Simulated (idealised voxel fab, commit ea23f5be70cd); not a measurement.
Title: Process Module voxel self aligned vias
This is section cut - it's 210 nm across, gridded in 5 nm square cells.
Think of the cross-section as a grid of square cells. We describe it in bands, top to bottom, and each band covers one or more rows of those cells. Quick guide to a band line: top height, bottom height (nm) up front; then every material left to right with its width in nm. Only one material and it's marked "throughout"? Then it fills the band edge to edge. And "blank" just means empty space. Heights are reckoned from 0. Under this level, the received wafer is all of one material. The bottommost band is open-ended downward, for example "0 nm and below". Width "30..40": first value at the band's top row of cells, second value at its bottom row, equal change from row to row. Basically "no modifications" means that step didn't change any cell in the cross-section. In the "Enclosed void listing" entry, you get each enclosed empty space of 8 cells or more, one with no open way to the top, written width x height at distance, distance from the left edge, in nm. Post-settings text on a step line: simulator's own remark regarding the step. A step's line can hold "overlay nm"; with a mask on that step, the setting says how far right of the planned place the mask lay, while a negative setting says it lay to the left.
-- Planned step list for the process
1,RECEIVE, material Si
2,CONFORMAL_DEP, material SiO2, thk nm 15
3,CONFORMAL_DEP, material SiCN, thk nm 5
4,DIRECTIONAL_DEP, material lowk, thk nm 25
5,DIRECTIONAL_DEP, material aC, thk nm 15
6,PATTERN, tone open, mask id LINES, material resist, width nm 20, pitch nm 50, thk nm 35, overlay nm 0
7,DIRECTIONAL_ETCH, etch materials aC, depth nm 15
8,STRIP, etch materials resist
9,DIRECTIONAL_ETCH, etch materials lowk, depth nm 25
10,STRIP, etch materials aC
11,CONFORMAL_DEP, material TiN, thk nm 5
12,FILL_DEP, material W, thk nm 5
13,CMP, height nm 45
14,SELECTIVE_ETCH, etch materials W Ru TiN, depth nm 5
15,FILL_DEP, material SiN, thk nm 10
16,CMP, height nm 45
17,DIRECTIONAL_DEP, material lowk, thk nm 20
18,PATTERN, tone open, mask id VIAS, material resist, width nm 30, thk nm 15, overlay nm 0
19,DIRECTIONAL_ETCH, etch materials lowk, depth nm 20
20,DIRECTIONAL_ETCH, etch materials SiN, depth nm 5
21,STRIP, etch materials resist
22,CONFORMAL_DEP, material TiN, thk nm 5
23,FILL_DEP, material Ru, thk nm 10
24,CMP, height nm 65
25,CONFORMAL_DEP, material SiCN, thk nm 5
-- first wafer, as planned
-- Incoming wafer in cross-section (state: after step 1)
0 nm and below | Si throughout
Enclosed void listing: none
-- The wafer, seen in cross-section, after step 2
15 nm to 0 nm | SiO2 throughout
Anything lower than 0 is untouched.
-- The wafer, seen in cross-section, after step 3
20 nm to 15 nm | SiCN throughout
Anything lower than 15 is untouched.
-- The wafer, seen in cross-section, after step 4
45 nm to 20 nm | lowk throughout
Anything lower than 20 is untouched.
-- The wafer, seen in cross-section, after step 5
60 nm to 45 nm | aC throughout
Anything lower than 45 is untouched.
-- The wafer, seen in cross-section, after step 6
95 nm to 60 nm | resist 70, blank 20, resist 30, blank 20, resist 70
Anything lower than 60 is untouched.
-- The wafer, seen in cross-section, after step 7
80 nm to 60 nm | resist 70, blank 20, resist 30, blank 20, resist 70
60 nm to 45 nm | aC 70, blank 20, aC 30, blank 20, aC 70
Anything lower than 45 is untouched.
-- The wafer, seen in cross-section, after step 8
60 nm to 45 nm | aC 70, blank 20, aC 30, blank 20, aC 70
Anything lower than 45 is untouched.
-- The wafer, seen in cross-section, after step 9
60 nm to 45 nm | aC 70, blank 20, aC 30, blank 20, aC 70
45 nm to 20 nm | lowk 70, blank 20, lowk 30, blank 20, lowk 70
Anything lower than 20 is untouched.
-- The wafer, seen in cross-section, after step 10
45 nm to 20 nm | lowk 70, blank 20, lowk 30, blank 20, lowk 70
Anything lower than 20 is untouched.
-- The wafer, seen in cross-section, after step 11
50 nm to 45 nm | TiN 75, blank 10, TiN 40, blank 10, TiN 75
45 nm to 25 nm | lowk 70, TiN 5, blank 10, TiN 5, lowk 30, TiN 5, blank 10, TiN 5, lowk 70
25 nm to 20 nm | lowk 70, TiN 20, lowk 30, TiN 20, lowk 70
Anything lower than 20 is untouched.
-- The wafer, seen in cross-section, after step 12
55 nm to 50 nm | W throughout
50 nm to 45 nm | TiN 75, W 10, TiN 40, W 10, TiN 75
45 nm to 25 nm | lowk 70, TiN 5, W 10, TiN 5, lowk 30, TiN 5, W 10, TiN 5, lowk 70
Anything lower than 25 is untouched.
-- The wafer, seen in cross-section, after step 13
45 nm to 25 nm | lowk 70, TiN 5, W 10, TiN 5, lowk 30, TiN 5, W 10, TiN 5, lowk 70
Anything lower than 25 is untouched.
-- The wafer, seen in cross-section, after step 14
45 nm to 40 nm | lowk 70, blank 20, lowk 30, blank 20, lowk 70
Anything lower than 40 is untouched.
-- The wafer, seen in cross-section, after step 15
55 nm to 45 nm | SiN throughout
45 nm to 40 nm | lowk 70, SiN 20, lowk 30, SiN 20, lowk 70
Anything lower than 40 is untouched.
-- The wafer, seen in cross-section, after step 16
45 nm to 40 nm | lowk 70, SiN 20, lowk 30, SiN 20, lowk 70
Anything lower than 40 is untouched.
-- The wafer, seen in cross-section, after step 17
65 nm to 45 nm | lowk throughout
Anything lower than 45 is untouched.
-- The wafer, seen in cross-section, after step 18
80 nm to 65 nm | resist 65, blank 30, resist 115
Anything lower than 65 is untouched.
-- The wafer, seen in cross-section, after step 19
80 nm to 65 nm | resist 65, blank 30, resist 115
65 nm to 45 nm | lowk 65, blank 30, lowk 115
Anything lower than 45 is untouched.
-- The wafer, seen in cross-section, after step 20
80 nm to 65 nm | resist 65, blank 30, resist 115
65 nm to 45 nm | lowk 65, blank 30, lowk 115
45 nm to 40 nm | lowk 70, blank 20, lowk 30, SiN 20, lowk 70
Anything lower than 40 is untouched.
-- The wafer, seen in cross-section, after step 21
65 nm to 45 nm | lowk 65, blank 30, lowk 115
Anything lower than 45 is untouched.
-- The wafer, seen in cross-section, after step 22
70 nm to 65 nm | TiN 70, blank 20, TiN 120
65 nm to 50 nm | lowk 65, TiN 5, blank 20, TiN 5, lowk 115
50 nm to 45 nm | lowk 65, TiN 10, blank 10, TiN 10, lowk 115
45 nm to 40 nm | lowk 70, TiN 20, lowk 30, SiN 20, lowk 70
Anything lower than 40 is untouched.
-- The wafer, seen in cross-section, after step 23
80 nm to 70 nm | Ru throughout
70 nm to 65 nm | TiN 70, Ru 20, TiN 120
65 nm to 50 nm | lowk 65, TiN 5, Ru 20, TiN 5, lowk 115
50 nm to 45 nm | lowk 65, TiN 10, Ru 10, TiN 10, lowk 115
Anything lower than 45 is untouched.
-- The wafer, seen in cross-section, after step 24
65 nm to 50 nm | lowk 65, TiN 5, Ru 20, TiN 5, lowk 115
Anything lower than 50 is untouched.
-- The wafer, seen in cross-section, after step 25
70 nm to 65 nm | SiCN throughout
Anything lower than 65 is untouched.
-- Notes, second wafer: start = first wafer's, plan = first wafer's, execution had one mistake; history identical to first through step 17
-- Second wafer: cross-section at the scheduled end of step 18
80 nm to 65 nm | blank 65, resist 30, blank 115
Anything lower than 65 is untouched.
-- Second wafer: cross-section at the scheduled end of step 19
80 nm to 65 nm | blank 65, resist 30, blank 115
65 nm to 45 nm | blank 65, lowk 30, blank 115
Anything lower than 45 is untouched.
-- Second wafer: cross-section at the scheduled end of step 20
80 nm to 65 nm | blank 65, resist 30, blank 115
65 nm to 45 nm | blank 65, lowk 30, blank 115
45 nm to 40 nm | lowk 70, SiN 20, lowk 30, blank 20, lowk 70
Anything lower than 40 is untouched.
-- Second wafer: cross-section at the scheduled end of step 21
65 nm to 45 nm | blank 65, lowk 30, blank 115
Anything lower than 45 is untouched.
-- Second wafer: cross-section at the scheduled end of step 22
70 nm to 65 nm | blank 60, TiN 40, blank 110
65 nm to 50 nm | blank 60, TiN 5, lowk 30, TiN 5, blank 110
50 nm to 45 nm | TiN 65, lowk 30, TiN 30, blank 10, TiN 75
45 nm to 40 nm | lowk 70, SiN 20, lowk 30, TiN 20, lowk 70
Anything lower than 40 is untouched.
-- Second wafer: cross-section at the scheduled end of step 23
80 nm to 70 nm | Ru throughout
70 nm to 65 nm | Ru 60, TiN 40, Ru 110
65 nm to 50 nm | Ru 60, TiN 5, lowk 30, TiN 5, Ru 110
50 nm to 45 nm | TiN 65, lowk 30, TiN 30, Ru 10, TiN 75
Anything lower than 45 is untouched.
-- Second wafer: cross-section at the scheduled end of step 24
65 nm to 50 nm | Ru 60, TiN 5, lowk 30, TiN 5, Ru 110
Anything lower than 50 is untouched.
-- Second wafer: cross-section at the scheduled end of step 25
70 nm to 65 nm | SiCN throughout
Anything lower than 65 is untouched.
The plan and the run diverged here: planned and actual differ for step 18; actual: PATTERN, tone cover, mask id VIAS, material resist, width nm 30, thk nm 15, overlay nm 0
The final cell counts differ between the wafers, with the second having more or fewer of some materials than the first: +90 Ru | +30 TiN | -120 lowk
